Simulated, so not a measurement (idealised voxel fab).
process module | voxel gate over fins
Each square cell in cross-section cut measures 5 nm, and the section as a whole is 245 nm wide.
Heads up, the way a cross-section reads in here is a grid of square cells, handed over as bands from the top down, with every band being one or more rows of cells.
Band entry format. Leading values: height of top, height of bottom, nm. Remainder: materials in left-to-right order, each with its width in nm. Special words: "throughout" on a single material, which then fills the band edge to edge; "blank", empty space.
For the purposes of this specification, 0 denotes the height below which the wafer in its as-received condition is composed wholly of one material, and the lowermost band, lacking a lower limit, extends downward without end, as expressed in "0 down".
The two numbers in a width such as "30..40" mark its ends across the band: the first belongs to the top row of cells, the second to the bottom row, and from each row to the next the width moves by the same amount.
Any step labelled "no change occurred" changed none of the cells in the cross-section.
Look at "Enclosed void inventory" for the closed voids: empty spaces with no open path to the top, sized 8 cells or up. Each is width x height at distance, distance from the left edge, all nm.
That trailing text on a step's line, after the settings, is the simulator's own remark on the step.
overlay nm: how far to the right of its planned place the mask lay on this masked step (negative: to the left).
### Below is the list of planned process steps
1. RECEIVE with material Si
2. CONFORMAL_DEP with material SiN, thk nm 5
3. PATTERN with tone cover, mask id FINS, material resist, width nm 15, pitch nm 35, thk nm 20, overlay nm 0
4. DIRECTIONAL_ETCH with etch materials SiN, depth nm 5
5. DIRECTIONAL_ETCH with etch materials Si, depth nm 30
6. STRIP with etch materials resist
7. FILL_DEP with material SiO2, thk nm 10
8. CMP with height nm 5
9. SELECTIVE_ETCH with etch materials SiO2, depth nm 20
10. STRIP with etch materials SiN
11. CONFORMAL_DEP with material HfO2, thk nm 5
12. CONFORMAL_DEP with material TiN, thk nm 5
13. CONFORMAL_DEP with material TiAl, thk nm 5
14. CONFORMAL_DEP with material TiN, thk nm 5
15. FILL_DEP with material W, thk nm 15
16. CMP with height nm 30
17. CONFORMAL_DEP with material SiCN, thk nm 5
### First of two wafers: run as planned
### Delivered wafer in cross-section: state after step 1
    0 down  Si throughout
    Enclosed void inventory: none
### Step 2 done - wafer cross-section
    5 to 0  SiN throughout
    At heights below 0, the structure remains unaltered.
### Step 3 done - wafer cross-section
    25 to 5  blank: 95  resist: 15  blank: 20  resist: 15  blank: 100
    At heights below 5, the structure remains unaltered.
### Step 4 done - wafer cross-section
    25 to 5  blank: 95  resist: 15  blank: 20  resist: 15  blank: 100
    5 to 0  blank: 95  SiN: 15  blank: 20  SiN: 15  blank: 100
    At heights below 0, the structure remains unaltered.
### Step 5 done - wafer cross-section
    25 to 5  blank: 95  resist: 15  blank: 20  resist: 15  blank: 100
    5 to 0  blank: 95  SiN: 15  blank: 20  SiN: 15  blank: 100
    0 to -30  blank: 95  Si: 15  blank: 20  Si: 15  blank: 100
    At heights below -30, the structure remains unaltered.
### Step 6 done - wafer cross-section
    5 to 0  blank: 95  SiN: 15  blank: 20  SiN: 15  blank: 100
    At heights below 0, the structure remains unaltered.
### Step 7 done - wafer cross-section
    15 to 5  SiO2 throughout
    5 to 0  SiO2: 95  SiN: 15  SiO2: 20  SiN: 15  SiO2: 100
    0 to -30  SiO2: 95  Si: 15  SiO2: 20  Si: 15  SiO2: 100
    At heights below -30, the structure remains unaltered.
### Step 8 done - wafer cross-section
    5 to 0  SiO2: 95  SiN: 15  SiO2: 20  SiN: 15  SiO2: 100
    At heights below 0, the structure remains unaltered.
### Step 9 done - wafer cross-section
    5 to 0  blank: 95  SiN: 15  blank: 20  SiN: 15  blank: 100
    0 to -15  blank: 95  Si: 15  blank: 20  Si: 15  blank: 100
    At heights below -15, the structure remains unaltered.
### Step 10 done - wafer cross-section
    0 to -15  blank: 95  Si: 15  blank: 20  Si: 15  blank: 100
    At heights below -15, the structure remains unaltered.
### Step 11 done - wafer cross-section
    5 to 0  blank: 90  HfO2: 25  blank: 10  HfO2: 25  blank: 95
    0 to -10  blank: 90  HfO2: 5  Si: 15  HfO2: 5  blank: 10  HfO2: 5  Si: 15  HfO2: 5  blank: 95
    -10 to -15  HfO2: 95  Si: 15  HfO2: 20  Si: 15  HfO2: 100
    At heights below -15, the structure remains unaltered.
### Step 12 done - wafer cross-section
    10 to 5  blank: 85  TiN: 70  blank: 90
    5 to 0  blank: 85  TiN: 5  HfO2: 25  TiN: 10  HfO2: 25  TiN: 5  blank: 90
    0 to -5  blank: 85  TiN: 5  HfO2: 5  Si: 15  HfO2: 5  TiN: 10  HfO2: 5  Si: 15  HfO2: 5  TiN: 5  blank: 90
    -5 to -10  TiN: 90  HfO2: 5  Si: 15  HfO2: 5  TiN: 10  HfO2: 5  Si: 15  HfO2: 5  TiN: 95
    At heights below -10, the structure remains unaltered.
### Step 13 done - wafer cross-section
    15 to 10  blank: 80  TiAl: 80  blank: 85
    10 to 5  blank: 80  TiAl: 5  TiN: 70  TiAl: 5  blank: 85
    5 to 0  blank: 80  TiAl: 5  TiN: 5  HfO2: 25  TiN: 10  HfO2: 25  TiN: 5  TiAl: 5  blank: 85
    0 to -5  TiAl: 85  TiN: 5  HfO2: 5  Si: 15  HfO2: 5  TiN: 10  HfO2: 5  Si: 15  HfO2: 5  TiN: 5  TiAl: 90
    At heights below -5, the structure remains unaltered.
### Step 14 done - wafer cross-section
    20 to 15  blank: 75  TiN: 90  blank: 80
    15 to 10  blank: 75  TiN: 5  TiAl: 80  TiN: 5  blank: 80
    10 to 5  blank: 75  TiN: 5  TiAl: 5  TiN: 70  TiAl: 5  TiN: 5  blank: 80
    5 to 0  TiN: 80  TiAl: 5  TiN: 5  HfO2: 25  TiN: 10  HfO2: 25  TiN: 5  TiAl: 5  TiN: 85
    At heights below 0, the structure remains unaltered.
### Step 15 done - wafer cross-section
    35 to 20  W throughout
    20 to 15  W: 75  TiN: 90  W: 80
    15 to 10  W: 75  TiN: 5  TiAl: 80  TiN: 5  W: 80
    10 to 5  W: 75  TiN: 5  TiAl: 5  TiN: 70  TiAl: 5  TiN: 5  W: 80
    At heights below 5, the structure remains unaltered.
### Step 16 done - wafer cross-section
    30 to 20  W throughout
    At heights below 20, the structure remains unaltered.
### Step 17 done - wafer cross-section
    35 to 30  SiCN throughout
    At heights below 30, the structure remains unaltered.
### Wafer two. Same start, same plan, one slip in execution. Same as wafer one through step 11, inclusive
### Second wafer: cross-section at the scheduled end of step 12
    20 to 5  blank: 75  TiN: 90  blank: 80
    5 to 0  TiN: 90  HfO2: 25  TiN: 10  HfO2: 25  TiN: 95
    0 to -10  TiN: 90  HfO2: 5  Si: 15  HfO2: 5  TiN: 10  HfO2: 5  Si: 15  HfO2: 5  TiN: 95
    At heights below -10, the structure remains unaltered.
### Second wafer: cross-section at the scheduled end of step 13
    25 to 20  blank: 70  TiAl: 100  blank: 75
    20 to 10  blank: 70  TiAl: 5  TiN: 90  TiAl: 5  blank: 75
    10 to 5  TiAl: 75  TiN: 90  TiAl: 80
    At heights below 5, the structure remains unaltered.
### Second wafer: cross-section at the scheduled end of step 14
    30 to 25  blank: 65  TiN: 110  blank: 70
    25 to 20  blank: 65  TiN: 5  TiAl: 100  TiN: 5  blank: 70
    20 to 15  blank: 65  TiN: 5  TiAl: 5  TiN: 90  TiAl: 5  TiN: 5  blank: 70
    15 to 10  TiN: 70  TiAl: 5  TiN: 90  TiAl: 5  TiN: 75
    At heights below 10, the structure remains unaltered.
### Second wafer: cross-section at the scheduled end of step 15
    45 to 30  W throughout
    30 to 25  W: 65  TiN: 110  W: 70
    25 to 20  W: 65  TiN: 5  TiAl: 100  TiN: 5  W: 70
    20 to 15  W: 65  TiN: 5  TiAl: 5  TiN: 90  TiAl: 5  TiN: 5  W: 70
    At heights below 15, the structure remains unaltered.
### Second wafer: cross-section at the scheduled end of step 16
    30 to 25  W: 65  TiN: 110  W: 70
    At heights below 25, the structure remains unaltered.
### Second wafer: cross-section at the scheduled end of step 17
    35 to 30  SiCN throughout
    At heights below 30, the structure remains unaltered.
Plan not followed: planned and actual differ for step 12; actual: CONFORMAL_DEP with material TiN, thk nm 15
End of process, cell counts, second wafer against first, materials with more or fewer: TiN +110, W -110
